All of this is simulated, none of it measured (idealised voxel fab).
Herein follows the process module entitled voxel tone inversion.
This is section cut - it's 170 nm across, gridded in 5 nm square cells.
A cross-section in this document is a grid of square cells, and it is written down as bands, the top band listed before the ones below it; a band is made up of one or more rows of cells.
Quick guide to a band line: top height, bottom height (nm) up front; then every material left to right with its width in nm. Only one material and it's marked "throughout"? Then it fills the band edge to edge. And "air" just means empty space.
The level at which height equals 0 is the one under which the wafer, as it arrives, is entirely one material. No lower edge exists for the bottom band, which continues downward and is notated as in "top 0, no bottom".
Think of "30..40" as a width that walks from the first number to the second as you go down the band, top row to bottom row, taking equal-sized steps from row to row.
Where a step carries "everything unchanged", the cross-section came out of it unchanged, cell for cell.
Entry "Voids, enclosed". Content: empty spaces with no open connection to the top, size 8 cells or greater. Each: width x height at distance. Distance: from left edge. Unit: nm.
Whatever follows a step's settings on its line is a remark the simulator itself makes about that step.
overlay nm: mask right of planned place by this much (step with mask). Neg. = left.

Plan:
step 1: op RECEIVE | material Si
step 2: op CONFORMAL_DEP | material SiN | thk nm 10
step 3: op DIRECTIONAL_DEP | material aC | thk nm 25
step 4: op PATTERN | tone cover | mask id POSTS | material resist | width nm 25 | pitch nm 40 | thk nm 20 | overlay nm 0
step 5: op DIRECTIONAL_ETCH | etch materials aC | depth nm 25
step 6: op STRIP | etch materials resist
step 7: op FILL_DEP | material lowk | thk nm 10
step 8: op CMP | height nm 35
step 9: op STRIP | etch materials aC
step 10: op CONFORMAL_DEP | material TiN | thk nm 5
step 11: op FILL_DEP | material Ru | thk nm 10
step 12: op CMP | height nm 35
step 13: op CONFORMAL_DEP | material SiCN | thk nm 5
Be aware that, although all wafers share a common starting state, the thk nm at step 4 differs among them, and the plan displays the first wafer's value.

Here's the first of the wafers in cross-section, just as we got it, i.e. after step 1:
  top 0, no bottom: Si throughout
  Voids, enclosed: none

Below: a row per wafer. Contents at end of module: for every material, cells gained since receipt (+) or lost since receipt (-); then closed voids:
thk nm 20; +34 SiCN; +68 SiN; +60 aC; +110 lowk; Voids, enclosed: none
thk nm 25; +36 Ru; +34 SiCN; +68 SiN; +39 TiN; +95 lowk; Voids, enclosed: none
thk nm 30; +36 Ru; +34 SiCN; +68 SiN; +39 TiN; +95 lowk; Voids, enclosed: none
thk nm 35; +36 Ru; +34 SiCN; +68 SiN; +39 TiN; +95 lowk; Voids, enclosed: none
thk nm 40; +36 Ru; +34 SiCN; +68 SiN; +39 TiN; +95 lowk; Voids, enclosed: none
thk nm 45; +36 Ru; +34 SiCN; +68 SiN; +39 TiN; +95 lowk; Voids, enclosed: none
